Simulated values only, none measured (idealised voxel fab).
Name of the process module below: voxel fin reveal
Displayed cross-section: cut, width of 160 nm, square cells sized 5 nm.
Throughout this document, each cross-section is represented as a grid of square cells and is presented as a sequence of bands enumerated from the top downward, where a band comprises one or more rows of cells.
Heights first: top, then bottom, in nm. Then materials, left to right, each with a width in nm. "everywhere" on a single material: fills the band edge to edge. "empty": empty space.
Measure heights from 0. That's the level where, below it, the as-received wafer is all one material. The lowest band is bottomless and extends downward; write it as in "top 0, no bottom".
Width "30 to 40": first value at the band's top row of cells, second value at its bottom row, equal change from row to row.
A step reported as "no change occurred" is a step in which no cell of the cross-section changed.
"Closed void listing" - sealed voids, min. 8 cells, no opening to top; format: width x height at distance (distance from left edge; nm throughout).
Read whatever lies past the settings on a step's line as the simulator's own remark about the step.
When a step includes a mask, the "overlay nm" setting on its line states how far to the right of its planned place that mask lay, and negative values state how far to the left.

Process steps - plan:
1) RECEIVE, material Si
2) CONFORMAL_DEP, material SiN, thk nm 5
3) MASKED_ETCH, tone cover, mask id FINS, width nm 15, pitch nm 45, etch materials SiN, depth nm 5, overlay nm 0
4) MASKED_ETCH, tone cover, mask id FINS, width nm 15, pitch nm 45, etch materials Si, depth nm 30, overlay nm 0
5) OXIDIZE, depth nm 5
6) FILL_DEP, material SiO2, thk nm 10
7) CMP, height nm 5
8) SELECTIVE_ETCH, etch materials SiO2, depth nm 25
9) STRIP, etch materials SiN
10) CONFORMAL_DEP, material SiO2, thk nm 5

as received, after step 1:
* top 0, no bottom = Si everywhere
* Closed void listing: none

Starting wafer: above. Plan: above. Run: one mistake. Cross-section after the module: below:
* top 5, bottom 0 = 50 empty; 15 SiO2; 30 empty; 15 SiO2; 50 empty
* top 0, bottom -5 = 45 empty; 10 SiO2; 5 Si; 10 SiO2; 20 empty; 10 SiO2; 5 Si; 10 SiO2; 45 empty
* top -5, bottom -15 = 45 empty; 5 SiO2; 15 Si; 5 SiO2; 20 empty; 5 SiO2; 15 Si; 5 SiO2; 45 empty
* top -15, bottom -35 = 50 SiO2; 15 Si; 30 SiO2; 15 Si; 50 SiO2
* top -35, no bottom = Si everywhere
* Closed void listing: none
Deviation noted in wafer processing: step 4: run off-plan, actual operation and settings MASKED_ETCH, tone cover, mask id FINS, width nm 25, pitch nm 45, etch materials Si, depth nm 30, overlay nm 0
